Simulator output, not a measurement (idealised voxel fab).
Module name: voxel fin reveal (process module)
Xsec cut, 210 nm wide, square cell size 5 nm.
Cross-section format: a grid of square cells, given as bands from top to bottom; each band is one or more rows of cells.
Each band's line starts with the height of the band's top and of its bottom, in nm. Then come its materials from left to right, each with its width in nm. One material with "throughout" fills the band from edge to edge. "air" is empty space.
Heights are reckoned from 0. Under this level, the received wafer is all of one material. The bottommost band is open-ended downward, for example "0 down".
A two-number width, for instance "30..40", indicates that the width is equal to the first number in the top row of the band and to the second number in the bottom row, and that it changes by a constant amount per row of cells.
"no modifications" means the step left every cell of the cross-section as it was.
The label "Closed void table" introduces a list of the empty spaces, 8 cells or larger, that have no open way up to the top; each entry in it reads width x height at distance, where the distance is taken from the left edge and all three are stated in nm.
It should be noted that, on the line of a given step, the content following the step's settings is a remark produced by the simulator itself with respect to that step.
overlay nm: for a step with a mask, the amount by which the mask lay right of where it was planned; a negative amount means left of it.

Steps planned for the process
1) op RECEIVE | material Si
2) op CONFORMAL_DEP | material SiN | thk nm 10
3) op PATTERN | tone cover | mask id FINS | material resist | width nm 15 | pitch nm 40 | thk nm 20 | overlay nm 0
4) op DIRECTIONAL_ETCH | etch materials SiN | depth nm 10
5) op DIRECTIONAL_ETCH | etch materials Si | depth nm 40
6) op STRIP | etch materials resist
7) op OXIDIZE | depth nm 5
8) op FILL_DEP | material SiO2 | thk nm 5
9) op CMP | height nm 10
10) op SELECTIVE_ETCH | etch materials SiO2 | depth nm 10
11) op STRIP | etch materials SiN
12) op CONFORMAL_DEP | material HfO2 | thk nm 5
Split variable: depth nm, step 10. Plan value = first wafer. Wafers start alike.

Cross-section, first of several wafers, as delivered after step 1
> 0 down = Si throughout
> Closed void table: none

Table: wafers, a row each; end-of-module cell change per material since receipt, gain (+), loss (-); then closed voids
depth nm 10; +42 HfO2; -351 Si; +351 SiO2; Closed void table: none
depth nm 15; +48 HfO2; -351 Si; +312 SiO2; Closed void table: none
depth nm 20; +54 HfO2; -351 Si; +273 SiO2; Closed void table: none
depth nm 25; +60 HfO2; -351 Si; +234 SiO2; Closed void table: none
depth nm 30; +66 HfO2; -351 Si; +195 SiO2; Closed void table: none
depth nm 35; +72 HfO2; -351 Si; +156 SiO2; Closed void table: none
